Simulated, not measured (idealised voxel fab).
process module | voxel transistor to metal
cross-section cut | 150 nm wide | cells 5 nm
A cross-section is a grid of square cells, given in bands from the top down. A band is one or more rows of cells.
Each band's line starts with the height of the band's top and of its bottom, in nm. Then come its materials from left to right, each with its width in nm. One material with "throughout" fills the band from edge to edge. "air" is empty space.
Height 0 is the level under which the wafer as received is all one material. The lowest band goes on downwards, as in "0 down".
A width such as "30 to 40" changes by the same amount from each row of cells to the next, from the band's top row to its bottom row.
"no change" after a step means that no cell of the cross-section changed.
closed voids: empty space of 8 cells or more with no open way to the top, each as width x height at its distance from the left edge, in nm
after a step's settings: what the simulator itself notes on the step
overlay nm, on a step with a mask: how far to the right of its planned place the mask lay; to the left if negative
plan
1 op RECEIVE | material Si
2 op CONFORMAL_DEP | material SiO2 | thk nm 5
3 op CONFORMAL_DEP | material SiN | thk nm 15
4 op DIRECTIONAL_DEP | material aC | thk nm 10
5 op PATTERN | tone cover | mask id ACTIVE | material resist | width nm 105 | thk nm 30 | overlay nm 0
6 op DIRECTIONAL_ETCH | etch materials aC | depth nm 10
7 op STRIP | etch materials resist
8 op DIRECTIONAL_ETCH | etch materials SiN | depth nm 15
9 op DIRECTIONAL_ETCH | etch materials SiO2 | depth nm 5
10 op DIRECTIONAL_ETCH | etch materials Si | depth nm 35
11 op STRIP | etch materials aC
12 op OXIDIZE | depth nm 5
13 op FILL_DEP | material SiO2 | thk nm 5
14 op CMP | height nm 20
15 op SELECTIVE_ETCH | etch materials SiO2 | depth nm 5
16 op STRIP | etch materials SiN
17 op SELECTIVE_ETCH | etch materials SiO2 | depth nm 5
18 op OXIDIZE | depth nm 5
19 op DIRECTIONAL_DEP | material polySi | thk nm 20
20 op DIRECTIONAL_DEP | material SiCN | thk nm 15
21 op MASKED_ETCH | tone cover | mask id GATE | width nm 25 | etch materials SiCN | depth nm 25 | overlay nm 0
22 op MASKED_ETCH | tone cover | mask id GATE | width nm 25 | etch materials polySi | depth nm 30 | overlay nm 0
23 op CONFORMAL_DEP | material SiO2 | thk nm 5
24 op DIRECTIONAL_ETCH | etch materials SiO2 | depth nm 5
25 op CONFORMAL_DEP | material SiN | thk nm 5
26 op DIRECTIONAL_ETCH | etch materials SiN | depth nm 5
27 op DIRECTIONAL_ETCH | etch materials SiO2 | depth nm 5
28 op DIRECTIONAL_ETCH | etch materials Si | depth nm 10
29 op EPI | material pSi | thk nm 15
30 op FILL_DEP | material SiO2 | thk nm 10
31 op CMP | height nm 35
32 op DIRECTIONAL_DEP | material SiO2 | thk nm 10
33 op PATTERN | tone open | mask id CONTACT | material resist | width nm 30 | pitch nm 65 | thk nm 15 | overlay nm 0
34 op DIRECTIONAL_ETCH | etch materials SiO2 | depth nm 45
35 op STRIP | etch materials resist
36 op CONFORMAL_DEP | material TiN | thk nm 5
37 op FILL_DEP | material W | thk nm 5
38 op CMP | height nm 45
39 op DIRECTIONAL_DEP | material TiN | thk nm 5
40 op DIRECTIONAL_DEP | material W | thk nm 15
41 op PATTERN | tone cover | mask id METAL_1 | material resist | width nm 20 | pitch nm 75 | thk nm 20 | overlay nm 0
42 op DIRECTIONAL_ETCH | etch materials W | depth nm 15
43 op DIRECTIONAL_ETCH | etch materials TiN | depth nm 5
44 op STRIP | etch materials resist
45 op FILL_DEP | material lowk | thk nm 10
46 op CMP | height nm 65
47 op CONFORMAL_DEP | material SiCN | thk nm 5
as received, after step 1
  0 down: Si throughout
  closed voids: none
first wafer at the end, as planned
  70 to 65: SiCN throughout
  65 to 50: lowk 25 | W 20 | lowk 55 | W 20 | lowk 30
  50 to 45: lowk 25 | TiN 20 | lowk 55 | TiN 20 | lowk 30
  45 to 35: SiO2 25 | TiN 5 | W 20 to 15 | TiN 5 to 10 | SiO2 35 | TiN 5 to 10 | W 20 to 15 | TiN 5 | SiO2 30
  35 to 20: SiO2 25 | TiN 5 | W 15 | TiN 5 | SiN 5 | SiO2 5 | SiCN 25 | SiO2 5 | SiN 5 | TiN 5 | W 15 | TiN 5 | SiO2 30
  20 to 15: SiO2 25 | TiN 5 | W 15 | TiN 5 | SiN 5 | SiO2 5 | polySi 25 | SiO2 5 | SiN 5 | TiN 5 | W 15 | TiN 5 | SiO2 30
  15 to 10: SiO2 25 | TiN 25 | SiN 5 | SiO2 5 | polySi 25 | SiO2 5 | SiN 5 | TiN 25 | SiO2 30
  10 to 0: SiO2 20 | SiN 5 | TiN 10 | pSi 15 | SiN 5 | SiO2 5 | polySi 25 | SiO2 5 | SiN 5 | pSi 15 | TiN 10 | SiN 5 | SiO2 25
  0 to -5: SiO2 25 | pSi 25 | SiO2 45 | pSi 25 | SiO2 30
  -5 to -15: SiO2 25 | pSi 25 | Si 45 | pSi 25 | SiO2 30
  -15 to -40: SiO2 25 | Si 95 | SiO2 30
  -40 down: Si throughout
  closed voids: none
second wafer at the end: like start, like plan, one mistake
  70 to 65: SiCN throughout
  65 to 50: lowk 25 | W 20 | lowk 55 | W 20 | lowk 30
  50 to 45: W throughout
  45 to 35: SiO2 25 | TiN 5 | W 20 to 15 | TiN 5 to 10 | SiO2 35 | TiN 5 to 10 | W 20 to 15 | TiN 5 | SiO2 30
  35 to 20: SiO2 25 | TiN 5 | W 15 | TiN 5 | SiN 5 | SiO2 5 | SiCN 25 | SiO2 5 | SiN 5 | TiN 5 | W 15 | TiN 5 | SiO2 30
  20 to 15: SiO2 25 | TiN 5 | W 15 | TiN 5 | SiN 5 | SiO2 5 | polySi 25 | SiO2 5 | SiN 5 | TiN 5 | W 15 | TiN 5 | SiO2 30
  15 to 10: SiO2 25 | TiN 25 | SiN 5 | SiO2 5 | polySi 25 | SiO2 5 | SiN 5 | TiN 25 | SiO2 30
  10 to 0: SiO2 20 | SiN 5 | TiN 10 | pSi 15 | SiN 5 | SiO2 5 | polySi 25 | SiO2 5 | SiN 5 | pSi 15 | TiN 10 | SiN 5 | SiO2 25
  0 to -5: SiO2 25 | pSi 25 | SiO2 45 | pSi 25 | SiO2 30
  -5 to -15: SiO2 25 | pSi 25 | Si 45 | pSi 25 | SiO2 30
  -15 to -40: SiO2 25 | Si 95 | SiO2 30
  -40 down: Si throughout
  closed voids: none
what went wrong: step 39 ran as: op DIRECTIONAL_DEP | material W | thk nm 5
at the end the second wafer has, in cells: 8 fewer of TiN | 30 more of W | 22 fewer of lowk
